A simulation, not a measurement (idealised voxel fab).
process module | voxel ribs on slabs
cross-section cut | 155 nm wide | cells 5 nm
A cross-section is a grid of square cells, given in bands from the top down. A band is one or more rows of cells.
Each band's line starts with the height of the band's top and of its bottom, in nm. Then come its materials from left to right, each with its width in nm. One material with "throughout" fills the band from edge to edge. "air" is empty space.
Height 0 is the level under which the wafer as received is all one material. The lowest band goes on downwards, as in "0 down".
A width such as "30 to 40" changes by the same amount from each row of cells to the next, from the band's top row to its bottom row.
"no change" after a step means that no cell of the cross-section changed.
closed voids: empty space of 8 cells or more with no open way to the top, each as width x height at its distance from the left edge, in nm
after a step's settings: what the simulator itself notes on the step
overlay nm, on a step with a mask: how far to the right of its planned place the mask lay; to the left if negative
plan
1 op RECEIVE | material Si
2 op DIRECTIONAL_DEP | material SiO2 | thk nm 25
3 op DIRECTIONAL_DEP | material SiN | thk nm 25
4 op DIRECTIONAL_DEP | material aC | thk nm 10
5 op PATTERN | tone cover | mask id RIB | material resist | width nm 25 | thk nm 25 | overlay nm 0
6 op DIRECTIONAL_ETCH | etch materials aC | depth nm 10
7 op STRIP | etch materials resist
8 op DIRECTIONAL_ETCH | etch materials SiN | depth nm 5
9 op STRIP | etch materials aC
10 op PATTERN | tone cover | mask id SLAB | material resist | width nm 65 | thk nm 15 | overlay nm 0
11 op DIRECTIONAL_ETCH | etch materials SiN | depth nm 20
12 op STRIP | etch materials resist
13 op FILL_DEP | material SiO2 | thk nm 20
14 op CMP | height nm 65
15 op DIRECTIONAL_DEP | material TiN | thk nm 10
16 op DIRECTIONAL_DEP | material aC | thk nm 10
17 op PATTERN | tone cover | mask id HEATER | material resist | width nm 35 | thk nm 25 | overlay nm 0
18 op DIRECTIONAL_ETCH | etch materials aC | depth nm 10
19 op STRIP | etch materials resist
20 op DIRECTIONAL_ETCH | etch materials TiN | depth nm 10
21 op STRIP | etch materials aC
22 op CONFORMAL_DEP | material SiO2 | thk nm 5
as received, after step 1
  0 down: Si throughout
  closed voids: none
a wafer at the end: this start, this plan, one mistake
  80 to 75: air 55 | SiO2 45 | air 55
  75 to 70: air 55 | SiO2 5 | TiN 35 | SiO2 5 | air 55
  70 to 65: SiO2 60 | TiN 35 | SiO2 60
  65 to 50: SiO2 45 | SiN 65 | SiO2 45
  50 to 25: SiN throughout
  25 to 0: SiO2 throughout
  0 down: Si throughout
  closed voids: none
what went wrong: step 3 was run twice
